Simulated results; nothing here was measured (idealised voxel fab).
This section sets out a process module, namely voxel wiring stack.
This is section cut - it's 205 nm across, gridded in 5 nm square cells.
A cross-section is a grid of square cells, given in bands from the top down. A band is one or more rows of cells.
Band: top height; bottom height; in nm. Then, left to right: material with width in nm, for each material. "all across": a single material spanning edge to edge. "air": empty space.
All heights in this document are referenced to 0, defined as the level beneath which the wafer, as received, consists entirely of one material. The lowest band is not bounded below; it extends indefinitely downward and is written in the form "0 and below".
Graded width ("30..40"): value in top row of band = first number; value in bottom row = second number; row-to-row change constant.
Where a step carries "no modification", the cross-section came out of it unchanged, cell for cell.
"Unvented cavities" lists enclosed empty spaces (at least 8 cells, no open path upward to the top), each as width x height at distance from the left edge, in nm.
The remark found on a step's line after its settings is issued by the simulator itself and pertains to that step.
Regarding "overlay nm": on a step with a mask, it is the distance the mask lay to the right of its planned place; a negative value places it to the left.
Planned process steps
1,RECEIVE,material Si
2,CONFORMAL_DEP,material SiO2,thk nm 15
3,CONFORMAL_DEP,material SiCN,thk nm 5
4,DIRECTIONAL_DEP,material SiO2,thk nm 25
5,PATTERN,tone open,mask id METAL_1,material resist,width nm 30,pitch nm 45,thk nm 15,overlay nm 0
6,DIRECTIONAL_ETCH,etch materials SiO2,depth nm 25
7,DIRECTIONAL_ETCH,etch materials SiCN,depth nm 5
8,STRIP,etch materials resist
9,CONFORMAL_DEP,material TiN,thk nm 5
10,FILL_DEP,material Ru,thk nm 10
11,CMP,height nm 45
12,CONFORMAL_DEP,material SiCN,thk nm 5
13,DIRECTIONAL_DEP,material lowk,thk nm 15
14,DIRECTIONAL_DEP,material aC,thk nm 10
15,PATTERN,tone open,mask id PLUG_1,material resist,width nm 15,pitch nm 45,thk nm 25,overlay nm 0
16,DIRECTIONAL_ETCH,etch materials aC,depth nm 10
17,STRIP,etch materials resist
18,DIRECTIONAL_ETCH,etch materials lowk,depth nm 15
19,DIRECTIONAL_ETCH,etch materials SiCN,depth nm 5
20,STRIP,etch materials aC
21,EPI,material Ru,thk nm 10
22,EPI,material Ru,thk nm 10
23,DIRECTIONAL_DEP,material TiN,thk nm 5
24,DIRECTIONAL_DEP,material W,thk nm 15
25,DIRECTIONAL_DEP,material aC,thk nm 15
26,PATTERN,tone cover,mask id METAL_2,material resist,width nm 30,pitch nm 45,thk nm 30,overlay nm 0
27,DIRECTIONAL_ETCH,etch materials aC,depth nm 15
28,STRIP,etch materials resist
29,DIRECTIONAL_ETCH,etch materials W,depth nm 15
30,DIRECTIONAL_ETCH,etch materials TiN,depth nm 5
31,STRIP,etch materials aC
32,FILL_DEP,material SiO2,thk nm 5
33,CMP,height nm 85
34,CONFORMAL_DEP,material SiCN,thk nm 5
35,DIRECTIONAL_DEP,material lowk,thk nm 30
36,PATTERN,tone open,mask id METAL_3,material resist,width nm 30,pitch nm 45,thk nm 15,overlay nm 0
37,DIRECTIONAL_ETCH,etch materials lowk,depth nm 15
38,STRIP,etch materials resist
39,MASKED_ETCH,tone open,mask id METAL_3_HOLES,width nm 15,etch materials lowk,depth nm 15,overlay nm 0
40,MASKED_ETCH,tone open,mask id METAL_3_HOLES,width nm 15,etch materials SiCN,depth nm 5,overlay nm 0
41,CONFORMAL_DEP,material TiN,thk nm 5
42,FILL_DEP,material Cu,thk nm 10
43,CMP,height nm 120
44,CONFORMAL_DEP,material SiCN,thk nm 5
45,DIRECTIONAL_DEP,material lowk,thk nm 30
46,DIRECTIONAL_DEP,material aC,thk nm 10
47,PATTERN,tone open,mask id METAL_4,material resist,width nm 30,pitch nm 45,thk nm 30,overlay nm 0
48,DIRECTIONAL_ETCH,etch materials aC,depth nm 10
49,STRIP,etch materials resist
50,DIRECTIONAL_ETCH,etch materials lowk,depth nm 15
51,STRIP,etch materials aC
52,DIRECTIONAL_DEP,material aC,thk nm 10
53,PATTERN,tone open,mask id METAL_4_HOLES,material resist,width nm 15,thk nm 30,overlay nm 0
54,DIRECTIONAL_ETCH,etch materials aC,depth nm 10
55,STRIP,etch materials resist
56,DIRECTIONAL_ETCH,etch materials lowk,depth nm 15
57,DIRECTIONAL_ETCH,etch materials SiCN,depth nm 5
58,STRIP,etch materials aC
59,CONFORMAL_DEP,material TiN,thk nm 5
60,FILL_DEP,material Cu,thk nm 10
61,CMP,height nm 155
62,CONFORMAL_DEP,material SiCN,thk nm 5
First of two wafers - as planned
Wafer as received: cross-section following step 1
> 0 and below = Si all across
> Unvented cavities: none
Cross-section of the wafer subsequent to step 2
> 15 down to 0 = SiO2 all across
> Unchanged below 0.
Cross-section of the wafer subsequent to step 3
> 20 down to 15 = SiCN all across
> Unchanged below 15.
Cross-section of the wafer subsequent to step 4
> 45 down to 20 = SiO2 all across
> Unchanged below 20.
Cross-section of the wafer subsequent to step 5
> 60 down to 45 = resist: 65  air: 30  resist: 15  air: 30  resist: 65
> Unchanged below 45.
Cross-section of the wafer subsequent to step 6
> 60 down to 45 = resist: 65  air: 30  resist: 15  air: 30  resist: 65
> 45 down to 20 = SiO2: 65  air: 30  SiO2: 15  air: 30  SiO2: 65
> Unchanged below 20.
Cross-section of the wafer subsequent to step 7
> 60 down to 45 = resist: 65  air: 30  resist: 15  air: 30  resist: 65
> 45 down to 20 = SiO2: 65  air: 30  SiO2: 15  air: 30  SiO2: 65
> 20 down to 15 = SiCN: 65  air: 30  SiCN: 15  air: 30  SiCN: 65
> Unchanged below 15.
Cross-section of the wafer subsequent to step 8
> 45 down to 20 = SiO2: 65  air: 30  SiO2: 15  air: 30  SiO2: 65
> Unchanged below 20.
Cross-section of the wafer subsequent to step 9
> 50 down to 45 = TiN: 70  air: 20  TiN: 25  air: 20  TiN: 70
> 45 down to 20 = SiO2: 65  TiN: 5  air: 20  TiN: 5  SiO2: 15  TiN: 5  air: 20  TiN: 5  SiO2: 65
> 20 down to 15 = SiCN: 65  TiN: 30  SiCN: 15  TiN: 30  SiCN: 65
> Unchanged below 15.
Cross-section of the wafer subsequent to step 10
> 60 down to 50 = Ru all across
> 50 down to 45 = TiN: 70  Ru: 20  TiN: 25  Ru: 20  TiN: 70
> 45 down to 20 = SiO2: 65  TiN: 5  Ru: 20  TiN: 5  SiO2: 15  TiN: 5  Ru: 20  TiN: 5  SiO2: 65
> Unchanged below 20.
Cross-section of the wafer subsequent to step 11
> 45 down to 20 = SiO2: 65  TiN: 5  Ru: 20  TiN: 5  SiO2: 15  TiN: 5  Ru: 20  TiN: 5  SiO2: 65
> Unchanged below 20.
Cross-section of the wafer subsequent to step 12
> 50 down to 45 = SiCN all across
> Unchanged below 45.
Cross-section of the wafer subsequent to step 13
> 65 down to 50 = lowk all across
> Unchanged below 50.
Cross-section of the wafer subsequent to step 14
> 75 down to 65 = aC all across
> Unchanged below 65.
Cross-section of the wafer subsequent to step 15
> 100 down to 75 = resist: 65  air: 15  resist: 30  air: 15  resist: 80
> Unchanged below 75.
Cross-section of the wafer subsequent to step 16
> 90 down to 75 = resist: 65  air: 15  resist: 30  air: 15  resist: 80
> 75 down to 65 = aC: 65  air: 15  aC: 30  air: 15  aC: 80
> Unchanged below 65.
Cross-section of the wafer subsequent to step 17
> 75 down to 65 = aC: 65  air: 15  aC: 30  air: 15  aC: 80
> Unchanged below 65.
Cross-section of the wafer subsequent to step 18
> 75 down to 65 = aC: 65  air: 15  aC: 30  air: 15  aC: 80
> 65 down to 50 = lowk: 65  air: 15  lowk: 30  air: 15  lowk: 80
> Unchanged below 50.
Cross-section of the wafer subsequent to step 19
> 75 down to 65 = aC: 65  air: 15  aC: 30  air: 15  aC: 80
> 65 down to 50 = lowk: 65  air: 15  lowk: 30  air: 15  lowk: 80
> 50 down to 45 = SiCN: 65  air: 15  SiCN: 30  air: 15  SiCN: 80
> Unchanged below 45.
Cross-section of the wafer subsequent to step 20
> 65 down to 50 = lowk: 65  air: 15  lowk: 30  air: 15  lowk: 80
> Unchanged below 50.
Cross-section of the wafer subsequent to step 21
> 65 down to 55 = lowk: 65  air: 15  lowk: 30  air: 15  lowk: 80
> 55 down to 50 = lowk: 65  Ru: 15  lowk: 30  Ru: 15  lowk: 80
> 50 down to 45 = SiCN: 65  Ru: 15  SiCN: 30  Ru: 15  SiCN: 80
> Unchanged below 45.
Cross-section of the wafer subsequent to step 22
> 65 down to 50 = lowk: 65  Ru: 15  lowk: 30  Ru: 15  lowk: 80
> Unchanged below 50.
Cross-section of the wafer subsequent to step 23
> 70 down to 65 = TiN all across
> Unchanged below 65.
Cross-section of the wafer subsequent to step 24
> 85 down to 70 = W all across
> Unchanged below 70.
Cross-section of the wafer subsequent to step 25
> 100 down to 85 = aC all across
> Unchanged below 85.
Cross-section of the wafer subsequent to step 26
> 130 down to 100 = air: 65  resist: 30  air: 15  resist: 30  air: 65
> Unchanged below 100.
Cross-section of the wafer subsequent to step 27
> 115 down to 100 = air: 65  resist: 30  air: 15  resist: 30  air: 65
> 100 down to 85 = air: 65  aC: 30  air: 15  aC: 30  air: 65
> Unchanged below 85.
Cross-section of the wafer subsequent to step 28
> 100 down to 85 = air: 65  aC: 30  air: 15  aC: 30  air: 65
> Unchanged below 85.
Cross-section of the wafer subsequent to step 29
> 100 down to 85 = air: 65  aC: 30  air: 15  aC: 30  air: 65
> 85 down to 70 = air: 65  W: 30  air: 15  W: 30  air: 65
> Unchanged below 70.
Cross-section of the wafer subsequent to step 30
> 100 down to 85 = air: 65  aC: 30  air: 15  aC: 30  air: 65
> 85 down to 70 = air: 65  W: 30  air: 15  W: 30  air: 65
> 70 down to 65 = air: 65  TiN: 30  air: 15  TiN: 30  air: 65
> Unchanged below 65.
Cross-section of the wafer subsequent to step 31
> 85 down to 70 = air: 65  W: 30  air: 15  W: 30  air: 65
> Unchanged below 70.
Cross-section of the wafer subsequent to step 32
> 90 down to 85 = SiO2 all across
> 85 down to 70 = SiO2: 65  W: 30  SiO2: 15  W: 30  SiO2: 65
> 70 down to 65 = SiO2: 65  TiN: 30  SiO2: 15  TiN: 30  SiO2: 65
> Unchanged below 65.
Cross-section of the wafer subsequent to step 33
> 85 down to 70 = SiO2: 65  W: 30  SiO2: 15  W: 30  SiO2: 65
> Unchanged below 70.
Cross-section of the wafer subsequent to step 34
> 90 down to 85 = SiCN all across
> Unchanged below 85.
Cross-section of the wafer subsequent to step 35
> 120 down to 90 = lowk all across
> Unchanged below 90.
Cross-section of the wafer subsequent to step 36
> 135 down to 120 = resist: 65  air: 30  resist: 15  air: 30  resist: 65
> Unchanged below 120.
Cross-section of the wafer subsequent to step 37
> 135 down to 120 = resist: 65  air: 30  resist: 15  air: 30  resist: 65
> 120 down to 105 = lowk: 65  air: 30  lowk: 15  air: 30  lowk: 65
> Unchanged below 105.
Cross-section of the wafer subsequent to step 38
> 120 down to 105 = lowk: 65  air: 30  lowk: 15  air: 30  lowk: 65
> Unchanged below 105.
Cross-section of the wafer subsequent to step 39
> 120 down to 105 = lowk: 65  air: 30  lowk: 15  air: 30  lowk: 65
> 105 down to 90 = lowk: 65  air: 15  lowk: 125
> Unchanged below 90.
Cross-section of the wafer subsequent to step 40
> 120 down to 105 = lowk: 65  air: 30  lowk: 15  air: 30  lowk: 65
> 105 down to 90 = lowk: 65  air: 15  lowk: 125
> 90 down to 85 = SiCN: 65  air: 15  SiCN: 125
> Unchanged below 85.
Cross-section of the wafer subsequent to step 41
> 125 down to 120 = TiN: 70  air: 20  TiN: 25  air: 20  TiN: 70
> 120 down to 110 = lowk: 65  TiN: 5  air: 20  TiN: 5  lowk: 15  TiN: 5  air: 20  TiN: 5  lowk: 65
> 110 down to 105 = lowk: 65  TiN: 5  air: 5  TiN: 20  lowk: 15  TiN: 30  lowk: 65
> 105 down to 90 = lowk: 65  TiN: 5  air: 5  TiN: 5  lowk: 125
> 90 down to 85 = SiCN: 65  TiN: 15  SiCN: 125
> Unchanged below 85.
Cross-section of the wafer subsequent to step 42
> 135 down to 125 = Cu all across
> 125 down to 120 = TiN: 70  Cu: 20  TiN: 25  Cu: 20  TiN: 70
> 120 down to 110 = lowk: 65  TiN: 5  Cu: 20  TiN: 5  lowk: 15  TiN: 5  Cu: 20  TiN: 5  lowk: 65
> 110 down to 105 = lowk: 65  TiN: 5  Cu: 5  TiN: 20  lowk: 15  TiN: 30  lowk: 65
> 105 down to 90 = lowk: 65  TiN: 5  Cu: 5  TiN: 5  lowk: 125
> Unchanged below 90.
Cross-section of the wafer subsequent to step 43
> 120 down to 110 = lowk: 65  TiN: 5  Cu: 20  TiN: 5  lowk: 15  TiN: 5  Cu: 20  TiN: 5  lowk: 65
> Unchanged below 110.
Cross-section of the wafer subsequent to step 44
> 125 down to 120 = SiCN all across
> Unchanged below 120.
Cross-section of the wafer subsequent to step 45
> 155 down to 125 = lowk all across
> Unchanged below 125.
Cross-section of the wafer subsequent to step 46
> 165 down to 155 = aC all across
> Unchanged below 155.
Cross-section of the wafer subsequent to step 47
> 195 down to 165 = resist: 65  air: 30  resist: 15  air: 30  resist: 65
> Unchanged below 165.
Cross-section of the wafer subsequent to step 48
> 185 down to 165 = resist: 65  air: 30  resist: 15  air: 30  resist: 65
> 165 down to 155 = aC: 65  air: 30  aC: 15  air: 30  aC: 65
> Unchanged below 155.
Cross-section of the wafer subsequent to step 49
> 165 down to 155 = aC: 65  air: 30  aC: 15  air: 30  aC: 65
> Unchanged below 155.
Cross-section of the wafer subsequent to step 50
> 165 down to 155 = aC: 65  air: 30  aC: 15  air: 30  aC: 65
> 155 down to 140 = lowk: 65  air: 30  lowk: 15  air: 30  lowk: 65
> Unchanged below 140.
Cross-section of the wafer subsequent to step 51
> 155 down to 140 = lowk: 65  air: 30  lowk: 15  air: 30  lowk: 65
> Unchanged below 140.
Cross-section of the wafer subsequent to step 52
> 165 down to 155 = aC: 65  air: 30  aC: 15  air: 30  aC: 65
> 155 down to 150 = lowk: 65  air: 30  lowk: 15  air: 30  lowk: 65
> 150 down to 140 = lowk: 65  aC: 30  lowk: 15  aC: 30  lowk: 65
> Unchanged below 140.
Cross-section of the wafer subsequent to step 53
> 195 down to 165 = resist: 65  air: 15  resist: 125
> 165 down to 155 = aC: 65  air: 15  resist: 15  aC: 15  resist: 30  aC: 65
> 155 down to 150 = lowk: 65  air: 15  resist: 15  lowk: 15  resist: 30  lowk: 65
> Unchanged below 150.
Cross-section of the wafer subsequent to step 54
> 185 down to 165 = resist: 65  air: 15  resist: 125
> 165 down to 155 = aC: 65  air: 15  resist: 15  aC: 15  resist: 30  aC: 65
> 155 down to 150 = lowk: 65  air: 15  resist: 15  lowk: 15  resist: 30  lowk: 65
> 150 down to 140 = lowk: 65  air: 15  aC: 15  lowk: 15  aC: 30  lowk: 65
> Unchanged below 140.
Cross-section of the wafer subsequent to step 55
> 165 down to 155 = aC: 65  air: 30  aC: 15  air: 30  aC: 65
> 155 down to 150 = lowk: 65  air: 30  lowk: 15  air: 30  lowk: 65
> Unchanged below 150.
Cross-section of the wafer subsequent to step 56
> 165 down to 155 = aC: 65  air: 30  aC: 15  air: 30  aC: 65
> 155 down to 150 = lowk: 65  air: 30  lowk: 15  air: 30  lowk: 65
> 150 down to 140 = lowk: 65  air: 15  aC: 15  lowk: 15  aC: 30  lowk: 65
> 140 down to 125 = lowk: 65  air: 15  lowk: 125
> Unchanged below 125.
Cross-section of the wafer subsequent to step 57
> 165 down to 155 = aC: 65  air: 30  aC: 15  air: 30  aC: 65
> 155 down to 150 = lowk: 65  air: 30  lowk: 15  air: 30  lowk: 65
> 150 down to 140 = lowk: 65  air: 15  aC: 15  lowk: 15  aC: 30  lowk: 65
> 140 down to 125 = lowk: 65  air: 15  lowk: 125
> 125 down to 120 = SiCN: 65  air: 15  SiCN: 125
> Unchanged below 120.
Cross-section of the wafer subsequent to step 58
> 155 down to 140 = lowk: 65  air: 30  lowk: 15  air: 30  lowk: 65
> Unchanged below 140.
Cross-section of the wafer subsequent to step 59
> 160 down to 155 = TiN: 70  air: 20  TiN: 25  air: 20  TiN: 70
> 155 down to 145 = lowk: 65  TiN: 5  air: 20  TiN: 5  lowk: 15  TiN: 5  air: 20  TiN: 5  lowk: 65
> 145 down to 140 = lowk: 65  TiN: 5  air: 5  TiN: 20  lowk: 15  TiN: 30  lowk: 65
> 140 down to 125 = lowk: 65  TiN: 5  air: 5  TiN: 5  lowk: 125
> 125 down to 120 = SiCN: 65  TiN: 15  SiCN: 125
> Unchanged below 120.
Cross-section of the wafer subsequent to step 60
> 170 down to 160 = Cu all across
> 160 down to 155 = TiN: 70  Cu: 20  TiN: 25  Cu: 20  TiN: 70
> 155 down to 145 = lowk: 65  TiN: 5  Cu: 20  TiN: 5  lowk: 15  TiN: 5  Cu: 20  TiN: 5  lowk: 65
> 145 down to 140 = lowk: 65  TiN: 5  Cu: 5  TiN: 20  lowk: 15  TiN: 30  lowk: 65
> 140 down to 125 = lowk: 65  TiN: 5  Cu: 5  TiN: 5  lowk: 125
> Unchanged below 125.
Cross-section of the wafer subsequent to step 61
> 155 down to 145 = lowk: 65  TiN: 5  Cu: 20  TiN: 5  lowk: 15  TiN: 5  Cu: 20  TiN: 5  lowk: 65
> Unchanged below 145.
Cross-section of the wafer subsequent to step 62
> 160 down to 155 = SiCN all across
> Unchanged below 155.
Companion wafer, the second of two: same beginning, same intended sequence, one mistake in carrying it out; through step 25 inclusive it tracks the first exactly
Second wafer cross-section, taken as of the time the plan sets for step 26 to be done
> 130 down to 100 = air: 70  resist: 20  air: 25  resist: 20  air: 70
> Unchanged below 100.
Second wafer cross-section, taken as of the time the plan sets for step 27 to be done
> 115 down to 100 = air: 70  resist: 20  air: 25  resist: 20  air: 70
> 100 down to 85 = air: 70  aC: 20  air: 25  aC: 20  air: 70
> Unchanged below 85.
Second wafer cross-section, taken as of the time the plan sets for step 28 to be done
> 100 down to 85 = air: 70  aC: 20  air: 25  aC: 20  air: 70
> Unchanged below 85.
Second wafer cross-section, taken as of the time the plan sets for step 29 to be done
> 100 down to 85 = air: 70  aC: 20  air: 25  aC: 20  air: 70
> 85 down to 70 = air: 70  W: 20  air: 25  W: 20  air: 70
> Unchanged below 70.
Second wafer cross-section, taken as of the time the plan sets for step 30 to be done
> 100 down to 85 = air: 70  aC: 20  air: 25  aC: 20  air: 70
> 85 down to 70 = air: 70  W: 20  air: 25  W: 20  air: 70
> 70 down to 65 = air: 70  TiN: 20  air: 25  TiN: 20  air: 70
> Unchanged below 65.
Second wafer cross-section, taken as of the time the plan sets for step 31 to be done
> 85 down to 70 = air: 70  W: 20  air: 25  W: 20  air: 70
> Unchanged below 70.
Second wafer cross-section, taken as of the time the plan sets for step 32 to be done
> 90 down to 85 = SiO2 all across
> 85 down to 70 = SiO2: 70  W: 20  SiO2: 25  W: 20  SiO2: 70
> 70 down to 65 = SiO2: 70  TiN: 20  SiO2: 25  TiN: 20  SiO2: 70
> Unchanged below 65.
Second wafer cross-section, taken as of the time the plan sets for step 33 to be done
> 85 down to 70 = SiO2: 70  W: 20  SiO2: 25  W: 20  SiO2: 70
> Unchanged below 70.
Second wafer cross-section, taken as of the time the plan sets for step 34 to be done
> 90 down to 85 = SiCN all across
> Unchanged below 85.
Second wafer cross-section, taken as of the time the plan sets for step 35 to be done
> 120 down to 90 = lowk all across
> Unchanged below 90.
Second wafer cross-section, taken as of the time the plan sets for step 36 to be done
> 135 down to 120 = resist: 65  air: 30  resist: 15  air: 30  resist: 65
> Unchanged below 120.
Second wafer cross-section, taken as of the time the plan sets for step 37 to be done
> 135 down to 120 = resist: 65  air: 30  resist: 15  air: 30  resist: 65
> 120 down to 105 = lowk: 65  air: 30  lowk: 15  air: 30  lowk: 65
> Unchanged below 105.
Second wafer cross-section, taken as of the time the plan sets for step 38 to be done
> 120 down to 105 = lowk: 65  air: 30  lowk: 15  air: 30  lowk: 65
> Unchanged below 105.
Second wafer cross-section, taken as of the time the plan sets for step 39 to be done
> 120 down to 105 = lowk: 65  air: 30  lowk: 15  air: 30  lowk: 65
> 105 down to 90 = lowk: 65  air: 15  lowk: 125
> Unchanged below 90.
Second wafer cross-section, taken as of the time the plan sets for step 40 to be done
> 120 down to 105 = lowk: 65  air: 30  lowk: 15  air: 30  lowk: 65
> 105 down to 90 = lowk: 65  air: 15  lowk: 125
> 90 down to 85 = SiCN: 65  air: 15  SiCN: 125
> Unchanged below 85.
Second wafer cross-section, taken as of the time the plan sets for step 41 to be done
> 125 down to 120 = TiN: 70  air: 20  TiN: 25  air: 20  TiN: 70
> 120 down to 110 = lowk: 65  TiN: 5  air: 20  TiN: 5  lowk: 15  TiN: 5  air: 20  TiN: 5  lowk: 65
> 110 down to 105 = lowk: 65  TiN: 5  air: 5  TiN: 20  lowk: 15  TiN: 30  lowk: 65
> 105 down to 90 = lowk: 65  TiN: 5  air: 5  TiN: 5  lowk: 125
> 90 down to 85 = SiCN: 65  TiN: 15  SiCN: 125
> Unchanged below 85.
Second wafer cross-section, taken as of the time the plan sets for step 42 to be done
> 135 down to 125 = Cu all across
> 125 down to 120 = TiN: 70  Cu: 20  TiN: 25  Cu: 20  TiN: 70
> 120 down to 110 = lowk: 65  TiN: 5  Cu: 20  TiN: 5  lowk: 15  TiN: 5  Cu: 20  TiN: 5  lowk: 65
> 110 down to 105 = lowk: 65  TiN: 5  Cu: 5  TiN: 20  lowk: 15  TiN: 30  lowk: 65
> 105 down to 90 = lowk: 65  TiN: 5  Cu: 5  TiN: 5  lowk: 125
> Unchanged below 90.
Second wafer cross-section, taken as of the time the plan sets for step 43 to be done
> 120 down to 110 = lowk: 65  TiN: 5  Cu: 20  TiN: 5  lowk: 15  TiN: 5  Cu: 20  TiN: 5  lowk: 65
> Unchanged below 110.
Second wafer cross-section, taken as of the time the plan sets for step 44 to be done
> 125 down to 120 = SiCN all across
> Unchanged below 120.
Second wafer cross-section, taken as of the time the plan sets for step 45 to be done
> 155 down to 125 = lowk all across
> Unchanged below 125.
Second wafer cross-section, taken as of the time the plan sets for step 46 to be done
> 165 down to 155 = aC all across
> Unchanged below 155.
Second wafer cross-section, taken as of the time the plan sets for step 47 to be done
> 195 down to 165 = resist: 65  air: 30  resist: 15  air: 30  resist: 65
> Unchanged below 165.
Second wafer cross-section, taken as of the time the plan sets for step 48 to be done
> 185 down to 165 = resist: 65  air: 30  resist: 15  air: 30  resist: 65
> 165 down to 155 = aC: 65  air: 30  aC: 15  air: 30  aC: 65
> Unchanged below 155.
Second wafer cross-section, taken as of the time the plan sets for step 49 to be done
> 165 down to 155 = aC: 65  air: 30  aC: 15  air: 30  aC: 65
> Unchanged below 155.
Second wafer cross-section, taken as of the time the plan sets for step 50 to be done
> 165 down to 155 = aC: 65  air: 30  aC: 15  air: 30  aC: 65
> 155 down to 140 = lowk: 65  air: 30  lowk: 15  air: 30  lowk: 65
> Unchanged below 140.
Second wafer cross-section, taken as of the time the plan sets for step 51 to be done
> 155 down to 140 = lowk: 65  air: 30  lowk: 15  air: 30  lowk: 65
> Unchanged below 140.
Second wafer cross-section, taken as of the time the plan sets for step 52 to be done
> 165 down to 155 = aC: 65  air: 30  aC: 15  air: 30  aC: 65
> 155 down to 150 = lowk: 65  air: 30  lowk: 15  air: 30  lowk: 65
> 150 down to 140 = lowk: 65  aC: 30  lowk: 15  aC: 30  lowk: 65
> Unchanged below 140.
Second wafer cross-section, taken as of the time the plan sets for step 53 to be done
> 195 down to 165 = resist: 65  air: 15  resist: 125
> 165 down to 155 = aC: 65  air: 15  resist: 15  aC: 15  resist: 30  aC: 65
> 155 down to 150 = lowk: 65  air: 15  resist: 15  lowk: 15  resist: 30  lowk: 65
> Unchanged below 150.
Second wafer cross-section, taken as of the time the plan sets for step 54 to be done
> 185 down to 165 = resist: 65  air: 15  resist: 125
> 165 down to 155 = aC: 65  air: 15  resist: 15  aC: 15  resist: 30  aC: 65
> 155 down to 150 = lowk: 65  air: 15  resist: 15  lowk: 15  resist: 30  lowk: 65
> 150 down to 140 = lowk: 65  air: 15  aC: 15  lowk: 15  aC: 30  lowk: 65
> Unchanged below 140.
Second wafer cross-section, taken as of the time the plan sets for step 55 to be done
> 165 down to 155 = aC: 65  air: 30  aC: 15  air: 30  aC: 65
> 155 down to 150 = lowk: 65  air: 30  lowk: 15  air: 30  lowk: 65
> Unchanged below 150.
Second wafer cross-section, taken as of the time the plan sets for step 56 to be done
> 165 down to 155 = aC: 65  air: 30  aC: 15  air: 30  aC: 65
> 155 down to 150 = lowk: 65  air: 30  lowk: 15  air: 30  lowk: 65
> 150 down to 140 = lowk: 65  air: 15  aC: 15  lowk: 15  aC: 30  lowk: 65
> 140 down to 125 = lowk: 65  air: 15  lowk: 125
> Unchanged below 125.
Second wafer cross-section, taken as of the time the plan sets for step 57 to be done
> 165 down to 155 = aC: 65  air: 30  aC: 15  air: 30  aC: 65
> 155 down to 150 = lowk: 65  air: 30  lowk: 15  air: 30  lowk: 65
> 150 down to 140 = lowk: 65  air: 15  aC: 15  lowk: 15  aC: 30  lowk: 65
> 140 down to 125 = lowk: 65  air: 15  lowk: 125
> 125 down to 120 = SiCN: 65  air: 15  SiCN: 125
> Unchanged below 120.
Second wafer cross-section, taken as of the time the plan sets for step 58 to be done
> 155 down to 140 = lowk: 65  air: 30  lowk: 15  air: 30  lowk: 65
> Unchanged below 140.
Second wafer cross-section, taken as of the time the plan sets for step 59 to be done
> 160 down to 155 = TiN: 70  air: 20  TiN: 25  air: 20  TiN: 70
> 155 down to 145 = lowk: 65  TiN: 5  air: 20  TiN: 5  lowk: 15  TiN: 5  air: 20  TiN: 5  lowk: 65
> 145 down to 140 = lowk: 65  TiN: 5  air: 5  TiN: 20  lowk: 15  TiN: 30  lowk: 65
> 140 down to 125 = lowk: 65  TiN: 5  air: 5  TiN: 5  lowk: 125
> 125 down to 120 = SiCN: 65  TiN: 15  SiCN: 125
> Unchanged below 120.
Second wafer cross-section, taken as of the time the plan sets for step 60 to be done
> 170 down to 160 = Cu all across
> 160 down to 155 = TiN: 70  Cu: 20  TiN: 25  Cu: 20  TiN: 70
> 155 down to 145 = lowk: 65  TiN: 5  Cu: 20  TiN: 5  lowk: 15  TiN: 5  Cu: 20  TiN: 5  lowk: 65
> 145 down to 140 = lowk: 65  TiN: 5  Cu: 5  TiN: 20  lowk: 15  TiN: 30  lowk: 65
> 140 down to 125 = lowk: 65  TiN: 5  Cu: 5  TiN: 5  lowk: 125
> Unchanged below 125.
Second wafer cross-section, taken as of the time the plan sets for step 61 to be done
> 155 down to 145 = lowk: 65  TiN: 5  Cu: 20  TiN: 5  lowk: 15  TiN: 5  Cu: 20  TiN: 5  lowk: 65
> Unchanged below 145.
Second wafer cross-section, taken as of the time the plan sets for step 62 to be done
> 160 down to 155 = SiCN all across
> Unchanged below 155.
Error vs. plan: not per plan at step 26, really ran PATTERN,tone cover,mask id METAL_2,material resist,width nm 20,pitch nm 45,thk nm 30,overlay nm 0
Final difference in cells, second wafer against first, listed per material as more or fewer: +16 SiO2; -4 TiN; -12 W
